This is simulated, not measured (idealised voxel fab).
You're looking at the process module voxel fin reveal.
Xsec cut, 270 nm wide, square cell size 5 nm.
Each cross-section below is a grid of square cells, stated as bands in top-down order, with one or more rows of cells making up each band.
For a band, the entry starts with two heights in nm, that of the top and then that of the bottom, and carries on with the band's materials in order from left to right, each alongside its width in nm; the word "all across" beside a single material means it fills the band edge to edge, and "air" means empty space.
Counting heights begins at 0, where everything beneath is, in the wafer as received, one material. The lowest band has no bottom; it goes on downwards, as "0 -> down" shows.
With a width like "30 to 40", each row of cells in the band differs from the next by the same amount, the top row carrying the first number and the bottom row the second.
Where a step carries "remains unaltered", the cross-section came out of it unchanged, cell for cell.
Reported under the label "Cavities, closed" are the empty spaces having no open way to the top and comprising 8 cells or more; the notation for each is width x height at distance, in which the distance is measured from the left edge and all three values are in nm.
Whatever follows a step's settings on its line is a remark the simulator itself makes about that step.
The line of a step may include "overlay nm". On a step with a mask, this value is how far to the right of its planned place the mask lay. A negative value means the mask lay to the left.
## List of planned process steps
| 1 | RECEIVE,material Si |
| 2 | CONFORMAL_DEP,material SiN,thk nm 10 |
| 3 | MASKED_ETCH,tone cover,mask id FINS,width nm 15,pitch nm 40,etch materials SiN,depth nm 10,overlay nm 0 |
| 4 | MASKED_ETCH,tone cover,mask id FINS,width nm 15,pitch nm 40,etch materials Si,depth nm 30,overlay nm 0 |
| 5 | OXIDIZE,depth nm 5 |
| 6 | FILL_DEP,material SiO2,thk nm 5 |
| 7 | CMP,height nm 10 |
| 8 | SELECTIVE_ETCH,etch materials SiO2,depth nm 30 |
| 9 | STRIP,etch materials SiN |
| 10 | CONFORMAL_DEP,material HfO2,thk nm 5 |
## As-received state of the wafer in cross-section, equivalent to post-step 1
	0 -> down: Si all across
	Cavities, closed: none
## first wafer at the end, as planned
	5 -> 0: air 105 nm / HfO2 15 nm / air 25 nm / HfO2 15 nm / air 110 nm
	0 -> -15: air 105 nm / HfO2 5 nm / Si 5 nm / HfO2 5 nm / air 25 nm / HfO2 5 nm / Si 5 nm / HfO2 5 nm / air 110 nm
	-15 -> -20: HfO2 110 nm / Si 5 nm / HfO2 35 nm / Si 5 nm / HfO2 115 nm
	-20 -> -35: SiO2 110 nm / Si 5 nm / SiO2 35 nm / Si 5 nm / SiO2 115 nm
	-35 -> down: Si all across
	Cavities, closed: none
## Now the second wafer, cross-sectioned at the end of the module. Nothing different at the start, nothing different in the plan compared with the first, just one mistake when it was actually run
	5 -> 0: air 115 nm / HfO2 15 nm / air 25 nm / HfO2 15 nm / air 100 nm
	0 -> -5: air 105 nm / HfO2 15 nm / Si 5 nm / HfO2 5 nm / air 15 nm / HfO2 15 nm / Si 5 nm / HfO2 5 nm / air 100 nm
	-5 -> -15: air 105 nm / HfO2 5 nm / Si 15 nm / HfO2 5 nm / air 15 nm / HfO2 5 nm / Si 15 nm / HfO2 5 nm / air 100 nm
	-15 -> -20: HfO2 110 nm / Si 15 nm / HfO2 25 nm / Si 15 nm / HfO2 105 nm
	-20 -> -35: SiO2 110 nm / Si 15 nm / SiO2 25 nm / Si 15 nm / SiO2 105 nm
	-35 -> down: Si all across
	Cavities, closed: none
Here's what went sideways: step 3 went in with a setting other than planned; the actual run was MASKED_ETCH,tone cover,mask id FINS,width nm 15,pitch nm 40,etch materials SiN,depth nm 10,overlay nm 10
Wrapping up, a cell-based count of both wafers puts the second over or under the first for these materials: Si +24 | SiO2 -12
